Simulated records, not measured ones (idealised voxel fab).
Documented hereafter: the process module known as voxel self aligned contacts.
FYI the section here is cut, 220 nm wide, cells are 5 nm squares.
In what follows, cross-sections appear as grids of square cells, described through bands that run from the top down, where every band is one or more rows of cells. Look at the band entry: it leads with the top's height and the bottom's height in nm. Then it lists the materials left to right, with a width in nm for each. The word "throughout" on a single material says that material fills the band edge to edge. The word "air" is empty space. A quick word on heights: they are counted from 0, and under that level the wafer as it came to us is one material throughout. The lowest band is different from the rest in having no bottom; it simply continues downward, written as in "0 -> down". Per-row width for "30->40": begins at first number (top row of band), ends at second number (bottom row), increment between rows held constant. Where a step carries "all unchanged", the cross-section came out of it unchanged, cell for cell. "closed voids" means: voids of 8 cells or more that are shut off from the top with no open way through. Written width x height at distance, distance from the left edge, in nm. Text after the settings on a step's line: the simulator's own remark on that step. On any step carrying a mask, the "overlay nm" setting, if present on the step's line, tells how far right of its planned place the mask lay; negative values point to the left.

### Intended process steps
step 1: RECEIVE [material Si]
step 2: OXIDIZE [depth nm 5]
step 3: DIRECTIONAL_DEP [material polySi] [thk nm 25]
step 4: DIRECTIONAL_DEP [material SiN] [thk nm 20]
step 5: PATTERN [tone cover] [mask id GATE] [material resist] [width nm 25] [pitch nm 55] [thk nm 20] [overlay nm 0]
step 6: DIRECTIONAL_ETCH [etch materials SiN] [depth nm 20]
step 7: DIRECTIONAL_ETCH [etch materials polySi] [depth nm 25]
step 8: STRIP [etch materials resist]
step 9: CONFORMAL_DEP [material SiN] [thk nm 5]
step 10: DIRECTIONAL_ETCH [etch materials SiN] [depth nm 5]
step 11: FILL_DEP [material SiO2] [thk nm 15]
step 12: CMP [height nm 50]
step 13: PATTERN [tone open] [mask id CONTACT] [material resist] [width nm 40] [thk nm 20] [overlay nm 0]
step 14: DIRECTIONAL_ETCH [etch materials SiO2] [depth nm 55]
step 15: STRIP [etch materials resist]
step 16: CONFORMAL_DEP [material TiN] [thk nm 5]
step 17: FILL_DEP [material Ru] [thk nm 10]
step 18: CMP [height nm 50]
step 19: CONFORMAL_DEP [material SiN] [thk nm 5]

### Received-state cross-section, reflecting completion of step 1
* 0 -> down | Si throughout
* closed voids: none

### Sectioned view, first of two wafers, at the close of the module, processed as intended in the plan
* 55 -> 50 | SiN throughout
* 50 -> 45 | 90 SiO2, then 15 TiN, then 10 Ru, then 15 TiN, then 90 SiO2
* 45 -> 25 | 65 SiO2, then 35 SiN, then 5 TiN, then 10 Ru, then 5 TiN, then 35 SiN, then 65 SiO2
* 25 -> 0 | 65 SiO2, then 5 SiN, then 25 polySi, then 5 SiN, then 5 TiN, then 10 Ru, then 5 TiN, then 5 SiN, then 25 polySi, then 5 SiN, then 65 SiO2
* 0 -> -5 | 100 SiO2, then 20 TiN, then 100 SiO2
* -5 -> down | Si throughout
* closed voids: none

### This cross-section belongs to the second wafer of two at the end of the module; the start and the plan were shared with the first, and the run included one mistake
* 55 -> 50 | SiN throughout
* 50 -> 45 | 90 SiO2, then 15 TiN, then 10 Ru, then 15 TiN, then 90 SiO2
* 45 -> 25 | 65 SiO2, then 35 SiN, then 5 TiN, then 10 Ru, then 5 TiN, then 35 SiN, then 65 SiO2
* 25 -> 20 | 100 SiO2, then 20 TiN, then 100 SiO2
* 20 -> 0 | polySi throughout
* 0 -> down | Si throughout
* closed voids: none
The plan and the run diverged here: steps 2 and 3 got flipped, so each one ran where the other should have
It is noted that, at the conclusion of processing, the second wafer exhibits a higher or lower cell count for certain materials relative to the first: -10 Ru | +44 Si | -20 SiN | -130 SiO2 | -10 TiN | +126 polySi
